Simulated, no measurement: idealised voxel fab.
Process module under the name voxel wiring stack
Each square cell in cross-section cut measures 5 nm, and the section as a whole is 195 nm wide.
In this document a cross-section is written as a grid of square cells. It is given as a series of bands, listed from the top down, and a band is one or more rows of cells.
Within each band entry, the heights of the top and of the bottom of the band appear first, in that order and in nm; the materials of the band then follow from left to right, each with its corresponding width in nm. The designation "everywhere" on a single material indicates that it fills the band from edge to edge; the designation "air" indicates empty space.
Where do heights start? At 0: under that level the wafer as delivered is made of one material only. And the lowest band has no floor; it just carries on downward, as in "from 0 down".
Width: "30 to 40" (first number = top row, second number = bottom row, same change from row to row of cells).
Reading "no alterations made" for a step: not a cell of the cross-section changed in it.
The list in "Unvented cavities" covers empty spaces of 8 cells or more that cannot reach the top through any open way, and it gives each as width x height at distance; the distance is from the left edge, and width, height and distance are in nm.
Past the settings on a step's line: simulator remark, on that step.
Among the settings permitted on a step's line is "overlay nm"; applied to a step with a mask, it specifies the extent to which the mask lay to the right of its planned position, whereas a negative figure signifies a position to the left.
### Process steps foreseen in the plan
step 1: op RECEIVE | material Si
step 2: op CONFORMAL_DEP | material SiO2 | thk nm 15
step 3: op DIRECTIONAL_DEP | material TiN | thk nm 5
step 4: op DIRECTIONAL_DEP | material Ru | thk nm 25
step 5: op PATTERN | tone cover | mask id METAL_1 | material resist | width nm 30 | pitch nm 45 | thk nm 20 | overlay nm 0
step 6: op DIRECTIONAL_ETCH | etch materials Ru | depth nm 25
step 7: op DIRECTIONAL_ETCH | etch materials TiN | depth nm 5
step 8: op STRIP | etch materials resist
step 9: op CONFORMAL_DEP | material SiN | thk nm 5
step 10: op FILL_DEP | material lowk | thk nm 10
step 11: op CMP | height nm 45
step 12: op CONFORMAL_DEP | material SiCN | thk nm 5
step 13: op DIRECTIONAL_DEP | material lowk | thk nm 15
step 14: op PATTERN | tone open | mask id PLUG_1 | material resist | width nm 15 | pitch nm 90 | thk nm 15 | overlay nm 0
step 15: op DIRECTIONAL_ETCH | etch materials lowk | depth nm 15
step 16: op DIRECTIONAL_ETCH | etch materials SiCN | depth nm 5
step 17: op STRIP | etch materials resist
step 18: op CONFORMAL_DEP | material TiN | thk nm 5
step 19: op FILL_DEP | material Cu | thk nm 10
step 20: op CMP | height nm 65
step 21: op CONFORMAL_DEP | material SiCN | thk nm 5
step 22: op DIRECTIONAL_DEP | material SiO2 | thk nm 15
step 23: op MASKED_ETCH | tone open | mask id METAL_2 | width nm 30 | pitch nm 45 | etch materials SiO2 | depth nm 15 | overlay nm 0
step 24: op MASKED_ETCH | tone open | mask id METAL_2 | width nm 30 | pitch nm 45 | etch materials SiCN | depth nm 5 | overlay nm 0
step 25: op CONFORMAL_DEP | material TiN | thk nm 5
step 26: op FILL_DEP | material W | thk nm 5
step 27: op CMP | height nm 85
step 28: op CONFORMAL_DEP | material SiCN | thk nm 5
step 29: op DIRECTIONAL_DEP | material lowk | thk nm 35
step 30: op PATTERN | tone open | mask id METAL_3 | material resist | width nm 30 | pitch nm 45 | thk nm 15 | overlay nm 0
step 31: op DIRECTIONAL_ETCH | etch materials lowk | depth nm 20
step 32: op STRIP | etch materials resist
step 33: op PATTERN | tone open | mask id METAL_3_HOLES | material resist | width nm 15 | pitch nm 90 | thk nm 20 | overlay nm 0
step 34: op DIRECTIONAL_ETCH | etch materials lowk | depth nm 15
step 35: op DIRECTIONAL_ETCH | etch materials SiCN | depth nm 5
step 36: op STRIP | etch materials resist
step 37: op CONFORMAL_DEP | material TiN | thk nm 5
step 38: op FILL_DEP | material Cu | thk nm 10
step 39: op CMP | height nm 125
step 40: op CONFORMAL_DEP | material SiCN | thk nm 5
### First out of two wafers; run went to plan
### Cross-section of the wafer at receipt, which is the condition after step 1
	from 0 down = Si everywhere
	Unvented cavities: none
### State of the wafer after step 2, shown in cross-section
	from 15 to 0 = SiO2 everywhere
	Under the height 0 nothing was changed.
### State of the wafer after step 3, shown in cross-section
	from 20 to 15 = TiN everywhere
	Under the height 15 nothing was changed.
### State of the wafer after step 4, shown in cross-section
	from 45 to 20 = Ru everywhere
	Under the height 20 nothing was changed.
### State of the wafer after step 5, shown in cross-section
	from 65 to 45 = air 35  resist 30  air 15  resist 30  air 15  resist 30  air 40
	Under the height 45 nothing was changed.
### State of the wafer after step 6, shown in cross-section
	from 65 to 45 = air 35  resist 30  air 15  resist 30  air 15  resist 30  air 40
	from 45 to 20 = air 35  Ru 30  air 15  Ru 30  air 15  Ru 30  air 40
	Under the height 20 nothing was changed.
### State of the wafer after step 7, shown in cross-section
	from 65 to 45 = air 35  resist 30  air 15  resist 30  air 15  resist 30  air 40
	from 45 to 20 = air 35  Ru 30  air 15  Ru 30  air 15  Ru 30  air 40
	from 20 to 15 = air 35  TiN 30  air 15  TiN 30  air 15  TiN 30  air 40
	Under the height 15 nothing was changed.
### State of the wafer after step 8, shown in cross-section
	from 45 to 20 = air 35  Ru 30  air 15  Ru 30  air 15  Ru 30  air 40
	Under the height 20 nothing was changed.
### State of the wafer after step 9, shown in cross-section
	from 50 to 45 = air 30  SiN 40  air 5  SiN 40  air 5  SiN 40  air 35
	from 45 to 20 = air 30  SiN 5  Ru 30  SiN 5  air 5  SiN 5  Ru 30  SiN 5  air 5  SiN 5  Ru 30  SiN 5  air 35
	from 20 to 15 = SiN 35  TiN 30  SiN 15  TiN 30  SiN 15  TiN 30  SiN 40
	Under the height 15 nothing was changed.
### State of the wafer after step 10, shown in cross-section
	from 60 to 50 = lowk everywhere
	from 50 to 45 = lowk 30  SiN 40  lowk 5  SiN 40  lowk 5  SiN 40  lowk 35
	from 45 to 20 = lowk 30  SiN 5  Ru 30  SiN 5  lowk 5  SiN 5  Ru 30  SiN 5  lowk 5  SiN 5  Ru 30  SiN 5  lowk 35
	Under the height 20 nothing was changed.
### State of the wafer after step 11, shown in cross-section
	from 45 to 20 = lowk 30  SiN 5  Ru 30  SiN 5  lowk 5  SiN 5  Ru 30  SiN 5  lowk 5  SiN 5  Ru 30  SiN 5  lowk 35
	Under the height 20 nothing was changed.
### State of the wafer after step 12, shown in cross-section
	from 50 to 45 = SiCN everywhere
	Under the height 45 nothing was changed.
### State of the wafer after step 13, shown in cross-section
	from 65 to 50 = lowk everywhere
	Under the height 50 nothing was changed.
### State of the wafer after step 14, shown in cross-section
	from 80 to 65 = resist 35  air 15  resist 75  air 15  resist 55
	Under the height 65 nothing was changed.
### State of the wafer after step 15, shown in cross-section
	from 80 to 65 = resist 35  air 15  resist 75  air 15  resist 55
	from 65 to 50 = lowk 35  air 15  lowk 75  air 15  lowk 55
	Under the height 50 nothing was changed.
### State of the wafer after step 16, shown in cross-section
	from 80 to 65 = resist 35  air 15  resist 75  air 15  resist 55
	from 65 to 50 = lowk 35  air 15  lowk 75  air 15  lowk 55
	from 50 to 45 = SiCN 35  air 15  SiCN 75  air 15  SiCN 55
	Under the height 45 nothing was changed.
### State of the wafer after step 17, shown in cross-section
	from 65 to 50 = lowk 35  air 15  lowk 75  air 15  lowk 55
	Under the height 50 nothing was changed.
### State of the wafer after step 18, shown in cross-section
	from 70 to 65 = TiN 40  air 5  TiN 85  air 5  TiN 60
	from 65 to 50 = lowk 35  TiN 5  air 5  TiN 5  lowk 75  TiN 5  air 5  TiN 5  lowk 55
	from 50 to 45 = SiCN 35  TiN 15  SiCN 75  TiN 15  SiCN 55
	Under the height 45 nothing was changed.
### State of the wafer after step 19, shown in cross-section
	from 80 to 70 = Cu everywhere
	from 70 to 65 = TiN 40  Cu 5  TiN 85  Cu 5  TiN 60
	from 65 to 50 = lowk 35  TiN 5  Cu 5  TiN 5  lowk 75  TiN 5  Cu 5  TiN 5  lowk 55
	Under the height 50 nothing was changed.
### State of the wafer after step 20, shown in cross-section
	from 65 to 50 = lowk 35  TiN 5  Cu 5  TiN 5  lowk 75  TiN 5  Cu 5  TiN 5  lowk 55
	Under the height 50 nothing was changed.
### State of the wafer after step 21, shown in cross-section
	from 70 to 65 = SiCN everywhere
	Under the height 65 nothing was changed.
### State of the wafer after step 22, shown in cross-section
	from 85 to 70 = SiO2 everywhere
	Under the height 70 nothing was changed.
### State of the wafer after step 23, shown in cross-section
	from 85 to 70 = SiO2 35  air 30  SiO2 15  air 30  SiO2 15  air 30  SiO2 40
	Under the height 70 nothing was changed.
### State of the wafer after step 24, shown in cross-section
	from 85 to 70 = SiO2 35  air 30  SiO2 15  air 30  SiO2 15  air 30  SiO2 40
	from 70 to 65 = SiCN 35  air 30  SiCN 15  air 30  SiCN 15  air 30  SiCN 40
	Under the height 65 nothing was changed.
### State of the wafer after step 25, shown in cross-section
	from 90 to 85 = TiN 40  air 20  TiN 25  air 20  TiN 25  air 20  TiN 45
	from 85 to 70 = SiO2 35  TiN 5  air 20  TiN 5  SiO2 15  TiN 5  air 20  TiN 5  SiO2 15  TiN 5  air 20  TiN 5  SiO2 40
	from 70 to 65 = SiCN 35  TiN 30  SiCN 15  TiN 30  SiCN 15  TiN 30  SiCN 40
	Under the height 65 nothing was changed.
### State of the wafer after step 26, shown in cross-section
	from 95 to 90 = W everywhere
	from 90 to 85 = TiN 40  W 20  TiN 25  W 20  TiN 25  W 20  TiN 45
	from 85 to 70 = SiO2 35  TiN 5  W 20  TiN 5  SiO2 15  TiN 5  W 20  TiN 5  SiO2 15  TiN 5  W 20  TiN 5  SiO2 40
	Under the height 70 nothing was changed.
### State of the wafer after step 27, shown in cross-section
	from 85 to 70 = SiO2 35  TiN 5  W 20  TiN 5  SiO2 15  TiN 5  W 20  TiN 5  SiO2 15  TiN 5  W 20  TiN 5  SiO2 40
	Under the height 70 nothing was changed.
### State of the wafer after step 28, shown in cross-section
	from 90 to 85 = SiCN everywhere
	Under the height 85 nothing was changed.
### State of the wafer after step 29, shown in cross-section
	from 125 to 90 = lowk everywhere
	Under the height 90 nothing was changed.
### State of the wafer after step 30, shown in cross-section
	from 140 to 125 = resist 35  air 30  resist 15  air 30  resist 15  air 30  resist 40
	Under the height 125 nothing was changed.
### State of the wafer after step 31, shown in cross-section
	from 140 to 125 = resist 35  air 30  resist 15  air 30  resist 15  air 30  resist 40
	from 125 to 105 = lowk 35  air 30  lowk 15  air 30  lowk 15  air 30  lowk 40
	Under the height 105 nothing was changed.
### State of the wafer after step 32, shown in cross-section
	from 125 to 105 = lowk 35  air 30  lowk 15  air 30  lowk 15  air 30  lowk 40
	Under the height 105 nothing was changed.
### State of the wafer after step 33, shown in cross-section
	from 145 to 125 = resist 35  air 15  resist 75  air 15  resist 55
	from 125 to 105 = lowk 35  air 15  resist 15  lowk 15  resist 30  lowk 15  air 15  resist 15  lowk 40
	Under the height 105 nothing was changed.
### State of the wafer after step 34, shown in cross-section
	from 145 to 125 = resist 35  air 15  resist 75  air 15  resist 55
	from 125 to 105 = lowk 35  air 15  resist 15  lowk 15  resist 30  lowk 15  air 15  resist 15  lowk 40
	from 105 to 90 = lowk 35  air 15  lowk 75  air 15  lowk 55
	Under the height 90 nothing was changed.
### State of the wafer after step 35, shown in cross-section
	from 145 to 125 = resist 35  air 15  resist 75  air 15  resist 55
	from 125 to 105 = lowk 35  air 15  resist 15  lowk 15  resist 30  lowk 15  air 15  resist 15  lowk 40
	from 105 to 90 = lowk 35  air 15  lowk 75  air 15  lowk 55
	from 90 to 85 = SiCN 35  air 15  SiCN 75  air 15  SiCN 55
	Under the height 85 nothing was changed.
### State of the wafer after step 36, shown in cross-section
	from 125 to 105 = lowk 35  air 30  lowk 15  air 30  lowk 15  air 30  lowk 40
	Under the height 105 nothing was changed.
### State of the wafer after step 37, shown in cross-section
	from 130 to 125 = TiN 40  air 20  TiN 25  air 20  TiN 25  air 20  TiN 45
	from 125 to 110 = lowk 35  TiN 5  air 20  TiN 5  lowk 15  TiN 5  air 20  TiN 5  lowk 15  TiN 5  air 20  TiN 5  lowk 40
	from 110 to 105 = lowk 35  TiN 5  air 5  TiN 20  lowk 15  TiN 30  lowk 15  TiN 5  air 5  TiN 20  lowk 40
	from 105 to 90 = lowk 35  TiN 5  air 5  TiN 5  lowk 75  TiN 5  air 5  TiN 5  lowk 55
	from 90 to 85 = SiCN 35  TiN 15  SiCN 75  TiN 15  SiCN 55
	Under the height 85 nothing was changed.
### State of the wafer after step 38, shown in cross-section
	from 140 to 130 = Cu everywhere
	from 130 to 125 = TiN 40  Cu 20  TiN 25  Cu 20  TiN 25  Cu 20  TiN 45
	from 125 to 110 = lowk 35  TiN 5  Cu 20  TiN 5  lowk 15  TiN 5  Cu 20  TiN 5  lowk 15  TiN 5  Cu 20  TiN 5  lowk 40
	from 110 to 105 = lowk 35  TiN 5  Cu 5  TiN 20  lowk 15  TiN 30  lowk 15  TiN 5  Cu 5  TiN 20  lowk 40
	from 105 to 90 = lowk 35  TiN 5  Cu 5  TiN 5  lowk 75  TiN 5  Cu 5  TiN 5  lowk 55
	Under the height 90 nothing was changed.
### State of the wafer after step 39, shown in cross-section
	from 125 to 110 = lowk 35  TiN 5  Cu 20  TiN 5  lowk 15  TiN 5  Cu 20  TiN 5  lowk 15  TiN 5  Cu 20  TiN 5  lowk 40
	Under the height 110 nothing was changed.
### State of the wafer after step 40, shown in cross-section
	from 130 to 125 = SiCN everywhere
	Under the height 125 nothing was changed.
### Regarding the second of the two wafers: it shared the first wafer's starting condition and process plan, yet one error occurred during its execution. Its history coincides with that of the first wafer up to and including step 24
### What the second wafer looks like in cross-section when step 25 should have wrapped up
	from 90 to 85 = SiCN 40  air 20  SiCN 25  air 20  SiCN 25  air 20  SiCN 45
	from 85 to 70 = SiO2 35  SiCN 5  air 20  SiCN 5  SiO2 15  SiCN 5  air 20  SiCN 5  SiO2 15  SiCN 5  air 20  SiCN 5  SiO2 40
	from 70 to 65 = SiCN everywhere
	Under the height 65 nothing was changed.
### What the second wafer looks like in cross-section when step 26 should have wrapped up
	from 95 to 90 = W everywhere
	from 90 to 85 = SiCN 40  W 20  SiCN 25  W 20  SiCN 25  W 20  SiCN 45
	from 85 to 70 = SiO2 35  SiCN 5  W 20  SiCN 5  SiO2 15  SiCN 5  W 20  SiCN 5  SiO2 15  SiCN 5  W 20  SiCN 5  SiO2 40
	Under the height 70 nothing was changed.
### What the second wafer looks like in cross-section when step 27 should have wrapped up
	from 85 to 70 = SiO2 35  SiCN 5  W 20  SiCN 5  SiO2 15  SiCN 5  W 20  SiCN 5  SiO2 15  SiCN 5  W 20  SiCN 5  SiO2 40
	Under the height 70 nothing was changed.
### What the second wafer looks like in cross-section when step 28 should have wrapped up
	from 90 to 85 = SiCN everywhere
	Under the height 85 nothing was changed.
### What the second wafer looks like in cross-section when step 29 should have wrapped up
	from 125 to 90 = lowk everywhere
	Under the height 90 nothing was changed.
### What the second wafer looks like in cross-section when step 30 should have wrapped up
	from 140 to 125 = resist 35  air 30  resist 15  air 30  resist 15  air 30  resist 40
	Under the height 125 nothing was changed.
### What the second wafer looks like in cross-section when step 31 should have wrapped up
	from 140 to 125 = resist 35  air 30  resist 15  air 30  resist 15  air 30  resist 40
	from 125 to 105 = lowk 35  air 30  lowk 15  air 30  lowk 15  air 30  lowk 40
	Under the height 105 nothing was changed.
### What the second wafer looks like in cross-section when step 32 should have wrapped up
	from 125 to 105 = lowk 35  air 30  lowk 15  air 30  lowk 15  air 30  lowk 40
	Under the height 105 nothing was changed.
### What the second wafer looks like in cross-section when step 33 should have wrapped up
	from 145 to 125 = resist 35  air 15  resist 75  air 15  resist 55
	from 125 to 105 = lowk 35  air 15  resist 15  lowk 15  resist 30  lowk 15  air 15  resist 15  lowk 40
	Under the height 105 nothing was changed.
### What the second wafer looks like in cross-section when step 34 should have wrapped up
	from 145 to 125 = resist 35  air 15  resist 75  air 15  resist 55
	from 125 to 105 = lowk 35  air 15  resist 15  lowk 15  resist 30  lowk 15  air 15  resist 15  lowk 40
	from 105 to 90 = lowk 35  air 15  lowk 75  air 15  lowk 55
	Under the height 90 nothing was changed.
### What the second wafer looks like in cross-section when step 35 should have wrapped up
	from 145 to 125 = resist 35  air 15  resist 75  air 15  resist 55
	from 125 to 105 = lowk 35  air 15  resist 15  lowk 15  resist 30  lowk 15  air 15  resist 15  lowk 40
	from 105 to 90 = lowk 35  air 15  lowk 75  air 15  lowk 55
	from 90 to 85 = SiCN 35  air 15  SiCN 75  air 15  SiCN 55
	Under the height 85 nothing was changed.
### What the second wafer looks like in cross-section when step 36 should have wrapped up
	from 125 to 105 = lowk 35  air 30  lowk 15  air 30  lowk 15  air 30  lowk 40
	Under the height 105 nothing was changed.
### What the second wafer looks like in cross-section when step 37 should have wrapped up
	from 130 to 125 = TiN 40  air 20  TiN 25  air 20  TiN 25  air 20  TiN 45
	from 125 to 110 = lowk 35  TiN 5  air 20  TiN 5  lowk 15  TiN 5  air 20  TiN 5  lowk 15  TiN 5  air 20  TiN 5  lowk 40
	from 110 to 105 = lowk 35  TiN 5  air 5  TiN 20  lowk 15  TiN 30  lowk 15  TiN 5  air 5  TiN 20  lowk 40
	from 105 to 90 = lowk 35  TiN 5  air 5  TiN 5  lowk 75  TiN 5  air 5  TiN 5  lowk 55
	from 90 to 85 = SiCN 35  TiN 15  SiCN 75  TiN 15  SiCN 55
	Under the height 85 nothing was changed.
### What the second wafer looks like in cross-section when step 38 should have wrapped up
	from 140 to 130 = Cu everywhere
	from 130 to 125 = TiN 40  Cu 20  TiN 25  Cu 20  TiN 25  Cu 20  TiN 45
	from 125 to 110 = lowk 35  TiN 5  Cu 20  TiN 5  lowk 15  TiN 5  Cu 20  TiN 5  lowk 15  TiN 5  Cu 20  TiN 5  lowk 40
	from 110 to 105 = lowk 35  TiN 5  Cu 5  TiN 20  lowk 15  TiN 30  lowk 15  TiN 5  Cu 5  TiN 20  lowk 40
	from 105 to 90 = lowk 35  TiN 5  Cu 5  TiN 5  lowk 75  TiN 5  Cu 5  TiN 5  lowk 55
	Under the height 90 nothing was changed.
### What the second wafer looks like in cross-section when step 39 should have wrapped up
	from 125 to 110 = lowk 35  TiN 5  Cu 20  TiN 5  lowk 15  TiN 5  Cu 20  TiN 5  lowk 15  TiN 5  Cu 20  TiN 5  lowk 40
	Under the height 110 nothing was changed.
### What the second wafer looks like in cross-section when step 40 should have wrapped up
	from 130 to 125 = SiCN everywhere
	Under the height 125 nothing was changed.
In executing the process, a mistake was made relative to the plan: the process deviated at step 25: the operation and settings actually run there were op CONFORMAL_DEP | material SiCN | thk nm 5
Counted in cells at the end, the second wafer holds more or fewer of these materials than the first: 36 more of SiCN; 36 fewer of TiN
